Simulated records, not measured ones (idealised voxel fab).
A process module follows: voxel tone inversion.
The cross-section shown here is cut; it is 220 nm wide and divided into square cells measuring 5 nm on a side.
Cross-sections here: square-cell grids, written as top-down lists of bands, a band being one or more rows of cells. What a band's entry tells you: where the top is and where the bottom is, as heights in nm, and after that what lies inside, material by material from left to right, each with its width in nm. Empty space is written as the word "blank", and a single material marked with the word "full width" occupies the band from edge to edge. Note: height 0 marks the level under which the wafer is uniformly one material as received. Lowest band unbounded below, written "0 nm and below". The expression "30..40" gives the width at the extremes of the band, the first number at its top row of cells and the second at its bottom row, with the width changing by equal amounts from each row to the next in between. You'll sometimes find "no change occurred" written for a step, and that's the way of saying that nowhere in the cross-section did a cell change during that step. If an empty space has no open way to the top and is at least 8 cells in size, "Sealed-off cavities" lists it, written width x height at distance, where distance is measured from the left edge and every value is in nm. Past the settings on a step's line: simulator remark, on that step. overlay nm: where the mask lay relative to plan, measured to the right, on steps with a mask; negatives go left.
**These are the steps we planned for the process**
1 RECEIVE (material Si)
2 CONFORMAL_DEP (material SiN; thk nm 10)
3 DIRECTIONAL_DEP (material polySi; thk nm 15)
4 PATTERN (tone cover; mask id POSTS; material resist; width nm 25; pitch nm 40; thk nm 20; overlay nm 0)
5 DIRECTIONAL_ETCH (etch materials polySi; depth nm 15)
6 STRIP (etch materials resist)
7 FILL_DEP (material SiO2; thk nm 10)
8 CMP (height nm 25)
9 STRIP (etch materials polySi)
**First wafer, two in total, run as planned**
**Cross-section of the wafer at receipt, which is the condition after step 1**
- 0 nm and below: Si full width
- Sealed-off cavities: none
**Wafer section view after processing step 2**
- 10 nm to 0 nm: SiN full width
- Under the height 0 nothing was changed.
**Wafer section view after processing step 3**
- 25 nm to 10 nm: polySi full width
- Under the height 10 nothing was changed.
**Wafer section view after processing step 4**
- 45 nm to 25 nm: 55 of blank, 25 of resist, 15 of blank, 25 of resist, 15 of blank, 25 of resist, 60 of blank
- Under the height 25 nothing was changed.
**Wafer section view after processing step 5**
- 45 nm to 25 nm: 55 of blank, 25 of resist, 15 of blank, 25 of resist, 15 of blank, 25 of resist, 60 of blank
- 25 nm to 10 nm: 55 of blank, 25 of polySi, 15 of blank, 25 of polySi, 15 of blank, 25 of polySi, 60 of blank
- Under the height 10 nothing was changed.
**Wafer section view after processing step 6**
- 25 nm to 10 nm: 55 of blank, 25 of polySi, 15 of blank, 25 of polySi, 15 of blank, 25 of polySi, 60 of blank
- Under the height 10 nothing was changed.
**Wafer section view after processing step 7**
- 35 nm to 25 nm: SiO2 full width
- 25 nm to 10 nm: 55 of SiO2, 25 of polySi, 15 of SiO2, 25 of polySi, 15 of SiO2, 25 of polySi, 60 of SiO2
- Under the height 10 nothing was changed.
**Wafer section view after processing step 8**
- 25 nm to 10 nm: 55 of SiO2, 25 of polySi, 15 of SiO2, 25 of polySi, 15 of SiO2, 25 of polySi, 60 of SiO2
- Under the height 10 nothing was changed.
**Wafer section view after processing step 9**
- 25 nm to 10 nm: 55 of SiO2, 25 of blank, 15 of SiO2, 25 of blank, 15 of SiO2, 25 of blank, 60 of SiO2
- Under the height 10 nothing was changed.
**The second wafer began exactly as the first did and followed the same plan, but one mistake was made while running it; through step 1 inclusive, the two wafers are identical**
**Cross-section: second wafer, time at which step 2 was scheduled to end**
- 15 nm to 0 nm: polySi full width
- Under the height 0 nothing was changed.
**Cross-section: second wafer, time at which step 3 was scheduled to end**
- 25 nm to 15 nm: SiN full width
- Under the height 15 nothing was changed.
**Cross-section: second wafer, time at which step 4 was scheduled to end**
- 45 nm to 25 nm: 55 of blank, 25 of resist, 15 of blank, 25 of resist, 15 of blank, 25 of resist, 60 of blank
- Under the height 25 nothing was changed.
Cross-section: second wafer, time at which step 5 was scheduled to end: no change occurred
**Cross-section: second wafer, time at which step 6 was scheduled to end**
- 25 nm to 15 nm: SiN full width
- Under the height 15 nothing was changed.
**Cross-section: second wafer, time at which step 7 was scheduled to end**
- 35 nm to 25 nm: SiO2 full width
- Under the height 25 nothing was changed.
**Cross-section: second wafer, time at which step 8 was scheduled to end**
- 25 nm to 15 nm: SiN full width
- Under the height 15 nothing was changed.
Cross-section: second wafer, time at which step 9 was scheduled to end: no change occurred
Diagnosis: steps 2 and 3 run out of order (swapped)
Final cells, second wafer relative to first, materials higher or lower: SiO2 -87, polySi +132
